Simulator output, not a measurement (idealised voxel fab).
Module name: voxel self aligned vias (process module)
Shown is cross-section cut, with a width of 265 nm and square cells of size 5 nm.
The cross-sections in this document take the form of a grid made of square cells. They are written out as bands, in order from top to bottom. Each band consists of one or more rows of cells. Within each band entry, the heights of the top and of the bottom of the band appear first, in that order and in nm; the materials of the band then follow from left to right, each with its corresponding width in nm. The designation "full width" on a single material indicates that it fills the band from edge to edge; the designation "empty" indicates empty space. Convention: height 0 is the level below which the wafer, as received, is all one material. The lowest band does not terminate at the bottom but continues downward, represented as "from 0 down". A two-number width, for instance "30 to 40", indicates that the width is equal to the first number in the top row of the band and to the second number in the bottom row, and that it changes by a constant amount per row of cells. The designation "everything unchanged", where it is given for a processing step, indicates that no cell of the cross-section was altered in the course of that step. In the "Enclosed void inventory" entry, you get each enclosed empty space of 8 cells or more, one with no open way to the top, written width x height at distance, distance from the left edge, in nm. That trailing text on a step's line, after the settings, is the simulator's own remark on the step. overlay nm: mask offset rightward from planned place, masked step; negative means leftward offset.
Set out below are the planned steps of the process:
1. RECEIVE, material Si
2. CONFORMAL_DEP, material SiO2, thk nm 15
3. CONFORMAL_DEP, material SiCN, thk nm 5
4. DIRECTIONAL_DEP, material lowk, thk nm 30
5. PATTERN, tone open, mask id LINES, material resist, width nm 20, pitch nm 65, thk nm 20, overlay nm 0
6. DIRECTIONAL_ETCH, etch materials lowk, depth nm 30
7. STRIP, etch materials resist
8. CONFORMAL_DEP, material TiN, thk nm 5
9. FILL_DEP, material W, thk nm 5
10. CMP, height nm 50
11. SELECTIVE_ETCH, etch materials W Ru TiN, depth nm 5
12. FILL_DEP, material SiN, thk nm 10
13. CMP, height nm 50
14. DIRECTIONAL_DEP, material lowk, thk nm 20
15. DIRECTIONAL_DEP, material aC, thk nm 10
16. PATTERN, tone open, mask id VIAS, material resist, width nm 40, pitch nm 65, thk nm 30, overlay nm 0
17. DIRECTIONAL_ETCH, etch materials aC, depth nm 10
18. STRIP, etch materials resist
19. DIRECTIONAL_ETCH, etch materials lowk, depth nm 20
20. DIRECTIONAL_ETCH, etch materials SiN, depth nm 5
21. STRIP, etch materials aC
22. CONFORMAL_DEP, material TiN, thk nm 5
23. FILL_DEP, material W, thk nm 5
24. CMP, height nm 70
25. CONFORMAL_DEP, material SiCN, thk nm 5
As-received wafer cross-section (after step 1):
> from 0 down  Si full width
> Enclosed void inventory: none
Here's the cross-section of the first of our two wafers at the end of the module - it ran as planned:
> from 75 to 70  SiCN full width
> from 70 to 55  lowk: 80  TiN: 5  W: 30  TiN: 5  lowk: 25  TiN: 5  W: 30  TiN: 5  lowk: 80
> from 55 to 50  lowk: 80  TiN: 15  W: 10  TiN: 15  lowk: 25  TiN: 15  W: 10  TiN: 15  lowk: 80
> from 50 to 45  lowk: 90  TiN: 20  lowk: 45  TiN: 20  lowk: 90
> from 45 to 25  lowk: 90  TiN: 5  W: 10  TiN: 5  lowk: 45  TiN: 5  W: 10  TiN: 5  lowk: 90
> from 25 to 20  lowk: 90  TiN: 20  lowk: 45  TiN: 20  lowk: 90
> from 20 to 15  SiCN full width
> from 15 to 0  SiO2 full width
> from 0 down  Si full width
> Enclosed void inventory: none
This is the second of the two wafers, cross-sectioned at the end of the module; it started exactly like the first and was given the same plan, but it was run with one mistake:
> from 75 to 70  SiCN full width
> from 70 to 50  lowk: 80  TiN: 5  W: 30  TiN: 5  lowk: 25  TiN: 5  W: 30  TiN: 5  lowk: 80
> from 50 to 45  SiN: 80  TiN: 40  SiN: 25  TiN: 40  SiN: 80
> from 45 to 20  SiN full width
> from 20 to 15  SiCN full width
> from 15 to 0  SiO2 full width
> from 0 down  Si full width
> Enclosed void inventory: none
Nonconformance to the process plan: planned and actual differ for step 4; actual: DIRECTIONAL_DEP, material SiN, thk nm 30
Cell-count delta at end, second wafer over first, by material: 302 more of SiN | 24 fewer of TiN | 8 fewer of W | 270 fewer of lowk
